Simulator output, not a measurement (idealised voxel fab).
The name of this process module is voxel trench capacitor.
cross-section cut | 235 nm wide | cells 5 nm
If you're reading a cross-section in this doc, picture square cells in a grid; it comes to you as bands, top ones listed first down to the bottom, and a band can be one or more rows of cells.
Top height, bottom height, nm. Materials left to right, width each, nm. Single material + "full width" = fills band edge to edge. "blank" = empty.
The level at which height equals 0 is the one under which the wafer, as it arrives, is entirely one material. No lower edge exists for the bottom band, which continues downward and is notated as in "0 down".
Width: "30..40" (first number = top row, second number = bottom row, same change from row to row of cells).
Take "nothing was modified" at face value: in the step it is given for, the cross-section changed in none of its cells.
In "Closed void catalog" the enclosed voids are listed, meaning empty spaces of 8 cells or larger without any opening to the top. The form is width x height at distance, distance from the left edge, units nm.
Formally, on a step line, whatever follows the settings is a remark that the simulator itself makes on the step.
overlay nm, on a step with a mask: how far to the right of its planned place the mask lay; to the left if negative
The steps planned for the process are as follows:
1. RECEIVE with material Si
2. CONFORMAL_DEP with material SiN, thk nm 5
3. MASKED_ETCH with tone open, mask id TRENCH, width nm 25, pitch nm 55, etch materials SiN, depth nm 5, overlay nm 0
4. MASKED_ETCH with tone open, mask id TRENCH, width nm 25, pitch nm 55, etch materials Si, depth nm 40, overlay nm 0
5. CONFORMAL_DEP with material Al2O3, thk nm 5
6. FILL_DEP with material polySi, thk nm 10
7. CMP with height nm 5
First wafer, as planned:
Step 1 complete: cross-section of the wafer as received:
* 0 down  Si full width
* Closed void catalog: none
The wafer, seen in cross-section, after step 2:
* 5 to 0  SiN full width
* Rest of section, below 0: as before.
The wafer, seen in cross-section, after step 3:
* 5 to 0  50 of SiN, then 25 of blank, then 30 of SiN, then 25 of blank, then 30 of SiN, then 25 of blank, then 50 of SiN
* Rest of section, below 0: as before.
The wafer, seen in cross-section, after step 4:
* 5 to 0  50 of SiN, then 25 of blank, then 30 of SiN, then 25 of blank, then 30 of SiN, then 25 of blank, then 50 of SiN
* 0 to -40  50 of Si, then 25 of blank, then 30 of Si, then 25 of blank, then 30 of Si, then 25 of blank, then 50 of Si
* Rest of section, below -40: as before.
The wafer, seen in cross-section, after step 5:
* 10 to 5  55 of Al2O3, then 15 of blank, then 40 of Al2O3, then 15 of blank, then 40 of Al2O3, then 15 of blank, then 55 of Al2O3
* 5 to 0  50 of SiN, then 5 of Al2O3, then 15 of blank, then 5 of Al2O3, then 30 of SiN, then 5 of Al2O3, then 15 of blank, then 5 of Al2O3, then 30 of SiN, then 5 of Al2O3, then 15 of blank, then 5 of Al2O3, then 50 of SiN
* 0 to -35  50 of Si, then 5 of Al2O3, then 15 of blank, then 5 of Al2O3, then 30 of Si, then 5 of Al2O3, then 15 of blank, then 5 of Al2O3, then 30 of Si, then 5 of Al2O3, then 15 of blank, then 5 of Al2O3, then 50 of Si
* -35 to -40  50 of Si, then 25 of Al2O3, then 30 of Si, then 25 of Al2O3, then 30 of Si, then 25 of Al2O3, then 50 of Si
* Rest of section, below -40: as before.
The wafer, seen in cross-section, after step 6:
* 20 to 10  polySi full width
* 10 to 5  55 of Al2O3, then 15 of polySi, then 40 of Al2O3, then 15 of polySi, then 40 of Al2O3, then 15 of polySi, then 55 of Al2O3
* 5 to 0  50 of SiN, then 5 of Al2O3, then 15 of polySi, then 5 of Al2O3, then 30 of SiN, then 5 of Al2O3, then 15 of polySi, then 5 of Al2O3, then 30 of SiN, then 5 of Al2O3, then 15 of polySi, then 5 of Al2O3, then 50 of SiN
* 0 to -35  50 of Si, then 5 of Al2O3, then 15 of polySi, then 5 of Al2O3, then 30 of Si, then 5 of Al2O3, then 15 of polySi, then 5 of Al2O3, then 30 of Si, then 5 of Al2O3, then 15 of polySi, then 5 of Al2O3, then 50 of Si
* Rest of section, below -35: as before.
The wafer, seen in cross-section, after step 7:
* 5 to 0  50 of SiN, then 5 of Al2O3, then 15 of polySi, then 5 of Al2O3, then 30 of SiN, then 5 of Al2O3, then 15 of polySi, then 5 of Al2O3, then 30 of SiN, then 5 of Al2O3, then 15 of polySi, then 5 of Al2O3, then 50 of SiN
* Rest of section, below 0: as before.
Wafer two of two - same starting point, same process plan, one mistake in execution; matches wafer one up to and including step 2:
Second wafer cross-section, taken as of the time the plan sets for step 3 to be done:
* 5 to 0  60 of SiN, then 25 of blank, then 30 of SiN, then 25 of blank, then 30 of SiN, then 25 of blank, then 40 of SiN
* Rest of section, below 0: as before.
Second wafer cross-section, taken as of the time the plan sets for step 4 to be done:
* 5 to 0  60 of SiN, then 25 of blank, then 30 of SiN, then 25 of blank, then 30 of SiN, then 25 of blank, then 40 of SiN
* 0 to -40  60 of Si, then 15 of blank, then 40 of Si, then 15 of blank, then 40 of Si, then 15 of blank, then 50 of Si
* Rest of section, below -40: as before.
Second wafer cross-section, taken as of the time the plan sets for step 5 to be done:
* 10 to 5  65 of Al2O3, then 15 of blank, then 40 of Al2O3, then 15 of blank, then 40 of Al2O3, then 15 of blank, then 45 of Al2O3
* 5 to 0  60 of SiN, then 5 of Al2O3, then 5 of blank, then 15 of Al2O3, then 30 of SiN, then 5 of Al2O3, then 5 of blank, then 15 of Al2O3, then 30 of SiN, then 5 of Al2O3, then 5 of blank, then 15 of Al2O3, then 40 of SiN
* 0 to -35  60 of Si, then 5 of Al2O3, then 5 of blank, then 5 of Al2O3, then 40 of Si, then 5 of Al2O3, then 5 of blank, then 5 of Al2O3, then 40 of Si, then 5 of Al2O3, then 5 of blank, then 5 of Al2O3, then 50 of Si
* -35 to -40  60 of Si, then 15 of Al2O3, then 40 of Si, then 15 of Al2O3, then 40 of Si, then 15 of Al2O3, then 50 of Si
* Rest of section, below -40: as before.
Second wafer cross-section, taken as of the time the plan sets for step 6 to be done:
* 20 to 10  polySi full width
* 10 to 5  65 of Al2O3, then 15 of polySi, then 40 of Al2O3, then 15 of polySi, then 40 of Al2O3, then 15 of polySi, then 45 of Al2O3
* 5 to 0  60 of SiN, then 5 of Al2O3, then 5 of polySi, then 15 of Al2O3, then 30 of SiN, then 5 of Al2O3, then 5 of polySi, then 15 of Al2O3, then 30 of SiN, then 5 of Al2O3, then 5 of polySi, then 15 of Al2O3, then 40 of SiN
* 0 to -35  60 of Si, then 5 of Al2O3, then 5 of polySi, then 5 of Al2O3, then 40 of Si, then 5 of Al2O3, then 5 of polySi, then 5 of Al2O3, then 40 of Si, then 5 of Al2O3, then 5 of polySi, then 5 of Al2O3, then 50 of Si
* Rest of section, below -35: as before.
Second wafer cross-section, taken as of the time the plan sets for step 7 to be done:
* 5 to 0  60 of SiN, then 5 of Al2O3, then 5 of polySi, then 15 of Al2O3, then 30 of SiN, then 5 of Al2O3, then 5 of polySi, then 15 of Al2O3, then 30 of SiN, then 5 of Al2O3, then 5 of polySi, then 15 of Al2O3, then 40 of SiN
* Rest of section, below 0: as before.
What broke from the plan during processing? step 3 ran as: MASKED_ETCH with tone open, mask id TRENCH, width nm 25, pitch nm 55, etch materials SiN, depth nm 5, overlay nm 10
FYI, end of process, the second wafer has more or fewer cells of some materials than the first: Si +48; polySi -48
